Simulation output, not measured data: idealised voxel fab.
process module | voxel air gaps
cross-section cut | 300 nm wide | cells 5 nm
A cross-section is a grid of square cells, given in bands from the top down. A band is one or more rows of cells.
Each band's line starts with the height of the band's top and of its bottom, in nm. Then come its materials from left to right, each with its width in nm. One material with "throughout" fills the band from edge to edge. "air" is empty space.
Height 0 is the level under which the wafer as received is all one material. The lowest band goes on downwards, as in "0 down".
A width such as "30 to 40" changes by the same amount from each row of cells to the next, from the band's top row to its bottom row.
"no change" after a step means that no cell of the cross-section changed.
closed voids: empty space of 8 cells or more with no open way to the top, each as width x height at its distance from the left edge, in nm
after a step's settings: what the simulator itself notes on the step
overlay nm, on a step with a mask: how far to the right of its planned place the mask lay; to the left if negative
plan
1 op RECEIVE | material Si
2 op CONFORMAL_DEP | material SiO2 | thk nm 10
3 op CONFORMAL_DEP | material SiN | thk nm 5
4 op DIRECTIONAL_DEP | material lowk | thk nm 40
5 op MASKED_ETCH | tone open | mask id LINES | width nm 15 | pitch nm 45 | etch materials lowk | depth nm 40 | overlay nm 0
6 op CONFORMAL_DEP | material TiN | thk nm 5
7 op FILL_DEP | material Ru | thk nm 10
8 op CMP | height nm 55
9 op EPI | material Ru | thk nm 10
10 op SELECTIVE_ETCH | etch materials lowk | depth nm 50
11 op CONFORMAL_DEP | material SiN | thk nm 5
as received, after step 1
  0 down: Si throughout
  closed voids: none
first wafer at the end, as planned
  70 to 65: air 80 | SiN 135 | air 85
  65 to 55: air 80 | SiN 5 | Ru 35 | SiN 10 | Ru 35 | SiN 10 | Ru 35 | SiN 5 | air 85
  55 to 50: air 80 | SiN 15 | TiN 5 | Ru 5 | TiN 5 | SiN 30 | TiN 5 | Ru 5 | TiN 5 | SiN 30 | TiN 5 | Ru 5 | TiN 5 | SiN 15 | air 85
  50 to 20: air 90 | SiN 5 | TiN 5 | Ru 5 | TiN 5 | SiN 5 | air 20 | SiN 5 | TiN 5 | Ru 5 | TiN 5 | SiN 5 | air 20 | SiN 5 | TiN 5 | Ru 5 | TiN 5 | SiN 5 | air 95
  20 to 15: SiN 95 | TiN 15 | SiN 30 | TiN 15 | SiN 30 | TiN 15 | SiN 100
  15 to 10: SiN throughout
  10 to 0: SiO2 throughout
  0 down: Si throughout
  closed voids: 20 x 30 at 115; 20 x 30 at 160
second wafer at the end: like start, like plan, one mistake
  70 to 65: air 80 | SiN 135 | air 85
  65 to 55: air 80 | SiN 5 | Ru 35 | SiN 10 | Ru 35 | SiN 10 | Ru 35 | SiN 5 | air 85
  55 to 50: air 80 | SiN 15 | TiN 5 | Ru 5 | TiN 5 | SiN 30 | TiN 5 | Ru 5 | TiN 5 | SiN 30 | TiN 5 | Ru 5 | TiN 5 | SiN 15 | air 85
  50 to 20: air 90 | SiN 5 | TiN 5 | Ru 5 | TiN 5 | SiN 5 | air 20 | SiN 5 | TiN 5 | Ru 5 | TiN 5 | SiN 5 | air 20 | SiN 5 | TiN 5 | Ru 5 | TiN 5 | SiN 5 | air 95
  20 to 15: SiN 95 | TiN 15 | SiN 30 | TiN 15 | SiN 30 | TiN 15 | SiN 100
  15 to 10: SiN throughout
  10 to 0: TiN throughout
  0 down: Si throughout
  closed voids: 20 x 30 at 115; 20 x 30 at 160
what went wrong: step 2 ran as: op CONFORMAL_DEP | material TiN | thk nm 10
at the end the second wafer has, in cells: 120 fewer of SiO2 | 120 more of TiN
